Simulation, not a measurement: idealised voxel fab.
You're looking at the process module voxel wiring stack.
The figure presents cross-section cut, which has a width of 195 nm and is divided into square cells with an edge length of 5 nm.
Throughout this document, each cross-section is represented as a grid of square cells and is presented as a sequence of bands enumerated from the top downward, where a band comprises one or more rows of cells.
Basically the band line says how high the top is and how high the bottom is, in nm, and then what's in it from left to right, every material with its width in nm. Empty space shows up as "air", and if a single material carries "throughout" it runs the full band edge to edge.
Basically, 0 is our baseline, since under it the wafer straight out of the box is all one material. The bottom band has no lower end and keeps on going down, so it looks like "from 0 down".
Width: "30 to 40" (first number = top row, second number = bottom row, same change from row to row of cells).
Where a step carries "same as before", the cross-section came out of it unchanged, cell for cell.
"Closed internal voids" lists enclosed empty spaces (at least 8 cells, no open path upward to the top), each as width x height at distance from the left edge, in nm.
Past the settings on a step's line: simulator remark, on that step.
overlay nm, on a step with a mask: how far to the right of its planned place the mask lay; to the left if negative
Planned step list for the process
1,RECEIVE, material Si
2,CONFORMAL_DEP, material SiO2, thk nm 15
3,CONFORMAL_DEP, material SiN, thk nm 5
4,DIRECTIONAL_DEP, material lowk, thk nm 25
5,DIRECTIONAL_DEP, material aC, thk nm 15
6,PATTERN, tone open, mask id METAL_1, material resist, width nm 25, pitch nm 55, thk nm 35, overlay nm 0
7,DIRECTIONAL_ETCH, etch materials aC, depth nm 15
8,STRIP, etch materials resist
9,DIRECTIONAL_ETCH, etch materials lowk, depth nm 25
10,DIRECTIONAL_ETCH, etch materials SiN, depth nm 5
11,STRIP, etch materials aC
12,CONFORMAL_DEP, material TiN, thk nm 5
13,FILL_DEP, material Ru, thk nm 5
14,CMP, height nm 45
15,CONFORMAL_DEP, material SiCN, thk nm 5
16,DIRECTIONAL_DEP, material SiO2, thk nm 30
17,PATTERN, tone open, mask id METAL_2, material resist, width nm 25, pitch nm 55, thk nm 15, overlay nm 0
18,DIRECTIONAL_ETCH, etch materials SiO2, depth nm 20
19,STRIP, etch materials resist
20,DIRECTIONAL_DEP, material aC, thk nm 15
21,PATTERN, tone open, mask id METAL_2_HOLES, material resist, width nm 15, pitch nm 55, thk nm 35, overlay nm 0
22,DIRECTIONAL_ETCH, etch materials aC, depth nm 15
23,STRIP, etch materials resist
24,DIRECTIONAL_ETCH, etch materials SiO2, depth nm 10
25,DIRECTIONAL_ETCH, etch materials SiCN, depth nm 5
26,STRIP, etch materials aC
27,CONFORMAL_DEP, material TiN, thk nm 5
28,FILL_DEP, material Cu, thk nm 5
29,CMP, height nm 80
30,CONFORMAL_DEP, material SiCN, thk nm 5
31,DIRECTIONAL_DEP, material SiO2, thk nm 35
32,PATTERN, tone open, mask id METAL_3_HOLES, material resist, width nm 15, thk nm 20, overlay nm 0
33,DIRECTIONAL_ETCH, etch materials SiO2, depth nm 35
34,STRIP, etch materials resist
35,DIRECTIONAL_DEP, material aC, thk nm 15
36,PATTERN, tone open, mask id METAL_3, material resist, width nm 25, pitch nm 55, thk nm 35, overlay nm 0
37,DIRECTIONAL_ETCH, etch materials aC, depth nm 15
38,STRIP, etch materials resist
39,DIRECTIONAL_ETCH, etch materials SiO2, depth nm 20
40,DIRECTIONAL_ETCH, etch materials SiCN, depth nm 5
41,STRIP, etch materials aC
42,CONFORMAL_DEP, material TiN, thk nm 5
43,FILL_DEP, material Cu, thk nm 10
44,CMP, height nm 120
45,CONFORMAL_DEP, material SiCN, thk nm 5
As-received wafer cross-section (after step 1)
  from 0 down | Si throughout
  Closed internal voids: none
End-of-module cross-section of the first of two wafers, processed as planned
  from 125 to 120 | SiCN throughout
  from 120 to 105 | SiO2 (55), then TiN (5), then Cu (15), then TiN (5), then SiO2 (30), then TiN (5), then Cu (15), then TiN (5), then SiO2 (60)
  from 105 to 100 | SiO2 (55), then TiN (5), then Cu (5), then TiN (15), then SiO2 (30), then TiN (25), then SiO2 (60)
  from 100 to 85 | SiO2 (55), then TiN (5), then Cu (5), then TiN (5), then SiO2 (125)
  from 85 to 80 | SiCN (55), then TiN (15), then SiCN (125)
  from 80 to 65 | SiO2 (55), then TiN (5), then Cu (15), then TiN (5), then SiO2 (30), then TiN (5), then Cu (15), then TiN (5), then SiO2 (60)
  from 65 to 60 | SiO2 (55), then TiN (5), then Cu (5), then TiN (15), then SiO2 (30), then TiN (5), then Cu (5), then TiN (15), then SiO2 (60)
  from 60 to 50 | SiO2 (55), then TiN (5), then Cu (5), then TiN (5), then SiO2 (40), then TiN (5), then Cu (5), then TiN (5), then SiO2 (70)
  from 50 to 45 | SiCN (55), then TiN (15), then SiCN (40), then TiN (15), then SiCN (70)
  from 45 to 20 | lowk (55), then TiN (5), then Ru (15), then TiN (5), then lowk (30), then TiN (5), then Ru (15), then TiN (5), then lowk (60)
  from 20 to 15 | SiN (55), then TiN (25), then SiN (30), then TiN (25), then SiN (60)
  from 15 to 0 | SiO2 throughout
  from 0 down | Si throughout
  Closed internal voids: none
Cross-sectional view of the second of two wafers upon completion of the module. This wafer shared its starting condition and process plan with the first; one error was made during its execution
  from 120 to 115 | SiCN throughout
  from 115 to 105 | SiO2 (55), then TiN (5), then Cu (15), then TiN (5), then SiO2 (30), then TiN (5), then Cu (15), then TiN (5), then SiO2 (60)
  from 105 to 100 | SiO2 (55), then TiN (5), then Cu (5), then TiN (15), then SiO2 (30), then TiN (25), then SiO2 (60)
  from 100 to 85 | SiO2 (55), then TiN (5), then Cu (5), then TiN (5), then SiO2 (125)
  from 85 to 80 | SiCN (55), then TiN (15), then SiCN (125)
  from 80 to 65 | SiO2 (55), then TiN (5), then Cu (15), then TiN (5), then SiO2 (30), then TiN (5), then Cu (15), then TiN (5), then SiO2 (60)
  from 65 to 60 | SiO2 (55), then TiN (5), then Cu (5), then TiN (15), then SiO2 (30), then TiN (5), then Cu (5), then TiN (15), then SiO2 (60)
  from 60 to 50 | SiO2 (55), then TiN (5), then Cu (5), then TiN (5), then SiO2 (40), then TiN (5), then Cu (5), then TiN (5), then SiO2 (70)
  from 50 to 45 | SiCN (55), then TiN (15), then SiCN (40), then TiN (15), then SiCN (70)
  from 45 to 20 | lowk (55), then TiN (5), then Ru (15), then TiN (5), then lowk (30), then TiN (5), then Ru (15), then TiN (5), then lowk (60)
  from 20 to 15 | SiN (55), then TiN (25), then SiN (30), then TiN (25), then SiN (60)
  from 15 to 0 | SiO2 throughout
  from 0 down | Si throughout
  Closed internal voids: none
Against the plan, the run slipped here: step 44 was not run as planned; what actually ran was CMP, height nm 115
Final comparison by cell count, materials where the second wafer has more or fewer than the first: Cu: 6 fewer | SiO2: 29 fewer | TiN: 4 fewer
